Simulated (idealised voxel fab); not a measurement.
Process module in this document: voxel wiring stack
Cross-section cut spans 160 nm and uses square cells 5 nm in size.
In this document a cross-section is written as a grid of square cells. It is given as a series of bands, listed from the top down, and a band is one or more rows of cells.
It is stipulated that each band's entry specify, in nanometres, the height of the top of the band and then that of its bottom, followed by the materials of the band in left-to-right sequence, each together with its width in nanometres. A single material marked by the word "throughout" is understood to fill the band from edge to edge; the word "air" is understood to denote empty space.
Heights are reckoned from 0. Under this level, the received wafer is all of one material. The bottommost band is open-ended downward, for example "z 0 and below".
A width given as "30 to 40" starts at the first number in the band's top row and ends at the second number in its bottom row, shifting by an equal amount at every step from row to row.
For the purposes of this document, the phrase "remained the same" attached to a step denotes that no cell within the cross-section was modified by that step.
Any empty space of 8 cells or more lacking an open way to the top shows up in "Sealed internal voids" as width x height at distance, distance from the left edge, in nm.
On a step's line, text after the settings is the simulator commenting on that step.
A step line may carry the setting "overlay nm", which, for steps involving a mask, states the distance by which the mask lay to the right of its intended position; negative values denote displacement to the left.

The following list gives the planned process steps:
step 1: RECEIVE [material Si]
step 2: CONFORMAL_DEP [material SiO2] [thk nm 15]
step 3: DIRECTIONAL_DEP [material TiN] [thk nm 5]
step 4: DIRECTIONAL_DEP [material W] [thk nm 15]
step 5: DIRECTIONAL_DEP [material aC] [thk nm 10]
step 6: PATTERN [tone cover] [mask id METAL_1] [material resist] [width nm 20] [pitch nm 45] [thk nm 25] [overlay nm 0]
step 7: DIRECTIONAL_ETCH [etch materials aC] [depth nm 10]
step 8: STRIP [etch materials resist]
step 9: DIRECTIONAL_ETCH [etch materials W] [depth nm 15]
step 10: DIRECTIONAL_ETCH [etch materials TiN] [depth nm 5]
step 11: STRIP [etch materials aC]
step 12: CONFORMAL_DEP [material SiN] [thk nm 5]
step 13: FILL_DEP [material lowk] [thk nm 10]
step 14: CMP [height nm 35]
step 15: CONFORMAL_DEP [material SiCN] [thk nm 5]
step 16: DIRECTIONAL_DEP [material lowk] [thk nm 20]
step 17: PATTERN [tone open] [mask id PLUG_1] [material resist] [width nm 15] [thk nm 15] [overlay nm 0]
step 18: DIRECTIONAL_ETCH [etch materials lowk] [depth nm 20]
step 19: DIRECTIONAL_ETCH [etch materials SiCN] [depth nm 5]
step 20: STRIP [etch materials resist]
step 21: CONFORMAL_DEP [material TiN] [thk nm 5]
step 22: FILL_DEP [material W] [thk nm 5]
step 23: CMP [height nm 60]
step 24: CONFORMAL_DEP [material SiN] [thk nm 5]
step 25: DIRECTIONAL_DEP [material lowk] [thk nm 20]
step 26: PATTERN [tone open] [mask id METAL_2] [material resist] [width nm 20] [pitch nm 45] [thk nm 15] [overlay nm 0]
step 27: DIRECTIONAL_ETCH [etch materials lowk] [depth nm 20]
step 28: DIRECTIONAL_ETCH [etch materials SiN] [depth nm 5]
step 29: STRIP [etch materials resist]
step 30: CONFORMAL_DEP [material TiN] [thk nm 5]
step 31: FILL_DEP [material Ru] [thk nm 5]
step 32: CMP [height nm 85]
step 33: CONFORMAL_DEP [material SiCN] [thk nm 5]
step 34: DIRECTIONAL_DEP [material lowk] [thk nm 10]
step 35: MASKED_ETCH [tone open] [mask id PLUG_2] [width nm 15] [pitch nm 45] [etch materials lowk] [depth nm 10] [overlay nm 0]
step 36: MASKED_ETCH [tone open] [mask id PLUG_2] [width nm 15] [pitch nm 45] [etch materials SiCN] [depth nm 5] [overlay nm 0]
step 37: EPI [material Ru] [thk nm 10]
step 38: EPI [material Ru] [thk nm 5]
step 39: CONFORMAL_DEP [material SiCN] [thk nm 5]
step 40: DIRECTIONAL_DEP [material SiO2] [thk nm 20]
step 41: PATTERN [tone open] [mask id METAL_3] [material resist] [width nm 20] [pitch nm 45] [thk nm 20] [overlay nm 0]
step 42: DIRECTIONAL_ETCH [etch materials SiO2] [depth nm 20]
step 43: DIRECTIONAL_ETCH [etch materials SiCN] [depth nm 5]
step 44: STRIP [etch materials resist]
step 45: CONFORMAL_DEP [material TiN] [thk nm 5]
step 46: FILL_DEP [material Cu] [thk nm 5]
step 47: CMP [height nm 125]
step 48: EPI [material Ru] [thk nm 5]
step 49: FILL_DEP [material SiCN] [thk nm 5]

Wafer as received: cross-section following step 1:
* z 0 and below: Si throughout
* Sealed internal voids: none

Cross-section at module end, one run error; start and plan unchanged from above:
* z 135 to 130: SiCN throughout
* z 130 to 125: SiCN 40; Ru 30; SiCN 15; Ru 30; SiCN 45
* z 125 to 105: SiO2 45; TiN 5; Cu 10; TiN 5; SiO2 25; TiN 5; Cu 10; TiN 5; SiO2 50
* z 105 to 100: SiCN 45; TiN 20; SiCN 25; TiN 20; SiCN 50
* z 100 to 90: lowk 45; Ru 15; lowk 30; Ru 15; lowk 55
* z 90 to 85: SiCN 45; Ru 15; SiCN 30; Ru 15; SiCN 55
* z 85 to 80: TiN 50; Ru 10; TiN 35; Ru 10; TiN 55
* z 80 to 65: lowk 45; TiN 5; Ru 10; TiN 5; lowk 25; TiN 5; Ru 10; TiN 5; lowk 50
* z 65 to 60: SiN 45; TiN 20; SiN 25; TiN 20; SiN 50
* z 60 to 40: lowk 45; TiN 5; W 5; TiN 5; lowk 100
* z 40 to 35: SiCN 45; TiN 15; SiCN 100
* z 35 to 20: lowk 40; SiN 5; W 20; SiN 5; lowk 15; SiN 5; W 20; SiN 5; lowk 45
* z 20 to 15: SiN 45; TiN 20; SiN 25; TiN 20; SiN 50
* z 15 to 0: SiO2 throughout
* z 0 and below: Si throughout
* Sealed internal voids: none
Run error: step 25 was not run as planned; what actually ran was DIRECTIONAL_DEP [material lowk] [thk nm 15]
